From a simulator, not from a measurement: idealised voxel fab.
process module | voxel plated lines
cross-section cut | 245 nm wide | cells 5 nm
A cross-section is a grid of square cells, given in bands from the top down. A band is one or more rows of cells.
Each band's line starts with the height of the band's top and of its bottom, in nm. Then come its materials from left to right, each with its width in nm. One material with "throughout" fills the band from edge to edge. "air" is empty space.
Height 0 is the level under which the wafer as received is all one material. The lowest band goes on downwards, as in "0 down".
A width such as "30 to 40" changes by the same amount from each row of cells to the next, from the band's top row to its bottom row.
"no change" after a step means that no cell of the cross-section changed.
closed voids: empty space of 8 cells or more with no open way to the top, each as width x height at its distance from the left edge, in nm
after a step's settings: what the simulator itself notes on the step
overlay nm, on a step with a mask: how far to the right of its planned place the mask lay; to the left if negative
plan
1 op RECEIVE | material Si
2 op CONFORMAL_DEP | material SiN | thk nm 15
3 op DIRECTIONAL_DEP | material TiN | thk nm 5
4 op PATTERN | tone open | mask id LINES | material resist | width nm 15 | pitch nm 35 | thk nm 40 | overlay nm 0
5 op EPI | material Ru | thk nm 5
6 op EPI | material Ru | thk nm 5
7 op EPI | material Ru | thk nm 5
8 op STRIP | etch materials resist
9 op DIRECTIONAL_ETCH | etch materials TiN | depth nm 5
10 op CONFORMAL_DEP | material SiN | thk nm 10
as received, after step 1
  0 down: Si throughout
  closed voids: none
first wafer at the end, as planned
  45 to 35: air 70 | SiN 105 | air 70
  35 to 25: air 70 | SiN 10 | Ru 15 | SiN 20 | Ru 15 | SiN 20 | Ru 15 | SiN 10 | air 70
  25 to 20: SiN 80 | Ru 15 | SiN 20 | Ru 15 | SiN 20 | Ru 15 | SiN 80
  20 to 15: SiN 80 | TiN 15 | SiN 20 | TiN 15 | SiN 20 | TiN 15 | SiN 80
  15 to 0: SiN throughout
  0 down: Si throughout
  closed voids: none
second wafer at the end: like start, like plan, one mistake
  35 to 20: air 80 | Ru 15 | air 20 | Ru 15 | air 20 | Ru 15 | air 80
  20 to 15: air 80 | TiN 15 | air 20 | TiN 15 | air 20 | TiN 15 | air 80
  15 to 0: SiN throughout
  0 down: Si throughout
  closed voids: none
what went wrong: step 10 was left out
at the end the second wafer has, in cells: 146 fewer of SiN
